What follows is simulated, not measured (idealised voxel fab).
Herein follows the process module entitled voxel fin reveal.
This is section cut - it's 185 nm across, gridded in 5 nm square cells.
Square cells in a grid make up a cross-section in this document, and the grid is given as bands, listed from the top down, each one or more rows of cells.
A band entry consists of two parts. The first gives the height of the band's top and the height of its bottom, in nm. The rest lists the band's materials from left to right, each with its width in nm. A single material labelled with the word "everywhere" fills the band from edge to edge, and the word "blank" marks empty space.
Measure heights from 0. That's the level where, below it, the as-received wafer is all one material. The lowest band is bottomless and extends downward; write it as in "0 down".
A width given as "30->40" starts at the first number in the band's top row and ends at the second number in its bottom row, shifting by an equal amount at every step from row to row.
Where a step carries "nothing changed", the cross-section came out of it unchanged, cell for cell.
Look at "Closed void entries" for the closed voids: empty spaces with no open path to the top, sized 8 cells or up. Each is width x height at distance, distance from the left edge, all nm.
Where a step's line continues beyond its settings, the continuation is a remark by the simulator itself on that step.
overlay nm, on a step with a mask: how far to the right of its planned place the mask lay; to the left if negative

[Planned process steps]
| 1 | RECEIVE with material Si |
| 2 | CONFORMAL_DEP with material SiN, thk nm 5 |
| 3 | DIRECTIONAL_DEP with material aC, thk nm 15 |
| 4 | PATTERN with tone cover, mask id FINS, material resist, width nm 15, pitch nm 45, thk nm 35, overlay nm 0 |
| 5 | DIRECTIONAL_ETCH with etch materials aC, depth nm 15 |
| 6 | STRIP with etch materials resist |
| 7 | DIRECTIONAL_ETCH with etch materials SiN, depth nm 5 |
| 8 | DIRECTIONAL_ETCH with etch materials Si, depth nm 35 |
| 9 | STRIP with etch materials aC |
| 10 | OXIDIZE with depth nm 5 |
| 11 | FILL_DEP with material SiO2, thk nm 10 |
| 12 | CMP with height nm 5 |
| 13 | SELECTIVE_ETCH with etch materials SiO2, depth nm 20 |
| 14 | STRIP with etch materials SiN |
| 15 | CONFORMAL_DEP with material SiO2, thk nm 5 |

[Wafer at receipt (post step 1), cross-section]
    0 down | Si everywhere
    Closed void entries: none

[End-of-module XS, first of two wafers, run as planned]
    5 to 0 | blank 60 nm / SiO2 15 nm / blank 30 nm / SiO2 15 nm / blank 65 nm
    0 to -10 | blank 60 nm / SiO2 5 nm / Si 5 nm / SiO2 5 nm / blank 30 nm / SiO2 5 nm / Si 5 nm / SiO2 5 nm / blank 65 nm
    -10 to -40 | SiO2 65 nm / Si 5 nm / SiO2 40 nm / Si 5 nm / SiO2 70 nm
    -40 down | Si everywhere
    Closed void entries: none

[Wafer two cross-section, module end. Start and plan unchanged from wafer one; one mistake made during the run]
    5 to 0 | blank 50 nm / SiO2 15 nm / blank 30 nm / SiO2 15 nm / blank 75 nm
    0 to -10 | blank 50 nm / SiO2 5 nm / Si 5 nm / SiO2 5 nm / blank 30 nm / SiO2 5 nm / Si 5 nm / SiO2 5 nm / blank 75 nm
    -10 to -40 | SiO2 55 nm / Si 5 nm / SiO2 40 nm / Si 5 nm / SiO2 80 nm
    -40 down | Si everywhere
    Closed void entries: none
Heads up, the wafer didn't run the way we planned it: step 4 ran as: PATTERN with tone cover, mask id FINS, material resist, width nm 15, pitch nm 45, thk nm 35, overlay nm -10
Matching per-material cell counts, mismatched positions: that is how the second wafer compares with the first at the end.
